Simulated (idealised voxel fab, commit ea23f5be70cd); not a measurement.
A process module follows: voxel air gaps.
Section cut is 170 nm wide and gridded with 5 nm square cells.
Format of a cross-section: grid, square cells. Given as bands. Order: top down. Band: one or more rows of cells.
In this notation a band is specified by the heights of its top and bottom, in that order and in nm, after which its materials appear from left to right, each paired with its width in nm. The word "edge to edge" attached to a single material means that material fills the band from edge to edge; the word "empty" stands for empty space.
The level at which height equals 0 is the one under which the wafer, as it arrives, is entirely one material. No lower edge exists for the bottom band, which continues downward and is notated as in "top 0, no bottom".
It should be noted that a width expressed as "30 to 40" varies in equal increments from row to row of cells within the band, taking the value of the first number at the top row and that of the second number at the bottom row.
"nothing was modified" after a step means that no cell of the cross-section changed.
Reported under the label "Encapsulated voids" are the empty spaces having no open way to the top and comprising 8 cells or more; the notation for each is width x height at distance, in which the distance is measured from the left edge and all three values are in nm.
The remark found on a step's line after its settings is issued by the simulator itself and pertains to that step.
overlay nm: how far to the right of its planned place the mask lay on this masked step (negative: to the left).
Planned step list for the process
1 RECEIVE | material Si
2 CONFORMAL_DEP | material SiO2 | thk nm 15
3 CONFORMAL_DEP | material SiCN | thk nm 5
4 DIRECTIONAL_DEP | material SiO2 | thk nm 40
5 PATTERN | tone open | mask id LINES | material resist | width nm 25 | pitch nm 50 | thk nm 15 | overlay nm 0
6 DIRECTIONAL_ETCH | etch materials SiO2 | depth nm 40
7 STRIP | etch materials resist
8 CONFORMAL_DEP | material TiN | thk nm 5
9 FILL_DEP | material Cu | thk nm 5
10 CMP | height nm 60
11 EPI | material Ru | thk nm 10
12 SELECTIVE_ETCH | etch materials SiO2 | depth nm 50
13 CONFORMAL_DEP | material SiCN | thk nm 5
Cross-section of the wafer at receipt, which is the condition after step 1
* top 0, no bottom  Si edge to edge
* Encapsulated voids: none
The first of two wafers, cross-sectioned at the end of the module, with the run proceeding as planned
* top 75, bottom 70  5 nm empty / 155 nm SiCN / 10 nm empty
* top 70, bottom 60  5 nm empty / 5 nm SiCN / 45 nm Ru / 5 nm SiCN / 45 nm Ru / 5 nm SiCN / 45 nm Ru / 5 nm SiCN / 10 nm empty
* top 60, bottom 55  5 nm empty / 15 nm SiCN / 5 nm TiN / 15 nm Cu / 5 nm TiN / 25 nm SiCN / 5 nm TiN / 15 nm Cu / 5 nm TiN / 25 nm SiCN / 5 nm TiN / 15 nm Cu / 5 nm TiN / 15 nm SiCN / 10 nm empty
* top 55, bottom 25  15 nm empty / 5 nm SiCN / 5 nm TiN / 15 nm Cu / 5 nm TiN / 5 nm SiCN / 15 nm empty / 5 nm SiCN / 5 nm TiN / 15 nm Cu / 5 nm TiN / 5 nm SiCN / 15 nm empty / 5 nm SiCN / 5 nm TiN / 15 nm Cu / 5 nm TiN / 5 nm SiCN / 20 nm empty
* top 25, bottom 20  20 nm SiCN / 25 nm TiN / 25 nm SiCN / 25 nm TiN / 25 nm SiCN / 25 nm TiN / 25 nm SiCN
* top 20, bottom 15  SiCN edge to edge
* top 15, bottom 0  SiO2 edge to edge
* top 0, no bottom  Si edge to edge
* Encapsulated voids: 15 x 30 at 50; 15 x 30 at 100
Second wafer of the two, sectioned at the end of the module. It began like the first and followed the same plan, but one mistake was made while running it
* top 75, bottom 70  10 nm empty / 155 nm SiCN / 5 nm empty
* top 70, bottom 60  10 nm empty / 5 nm SiCN / 45 nm Ru / 5 nm SiCN / 45 nm Ru / 5 nm SiCN / 45 nm Ru / 5 nm SiCN / 5 nm empty
* top 60, bottom 55  10 nm empty / 15 nm SiCN / 5 nm TiN / 15 nm Cu / 5 nm TiN / 25 nm SiCN / 5 nm TiN / 15 nm Cu / 5 nm TiN / 25 nm SiCN / 5 nm TiN / 15 nm Cu / 5 nm TiN / 15 nm SiCN / 5 nm empty
* top 55, bottom 25  20 nm empty / 5 nm SiCN / 5 nm TiN / 15 nm Cu / 5 nm TiN / 5 nm SiCN / 15 nm empty / 5 nm SiCN / 5 nm TiN / 15 nm Cu / 5 nm TiN / 5 nm SiCN / 15 nm empty / 5 nm SiCN / 5 nm TiN / 15 nm Cu / 5 nm TiN / 5 nm SiCN / 15 nm empty
* top 25, bottom 20  25 nm SiCN / 25 nm TiN / 25 nm SiCN / 25 nm TiN / 25 nm SiCN / 25 nm TiN / 20 nm SiCN
* top 20, bottom 15  SiCN edge to edge
* top 15, bottom 0  SiO2 edge to edge
* top 0, no bottom  Si edge to edge
* Encapsulated voids: 15 x 30 at 55; 15 x 30 at 105
Run error: note that step 5 departed from the planned setting and was carried out as PATTERN | tone open | mask id LINES | material resist | width nm 25 | pitch nm 50 | thk nm 15 | overlay nm 5
Final state: per-material cell counts identical on both wafers; locations differ.
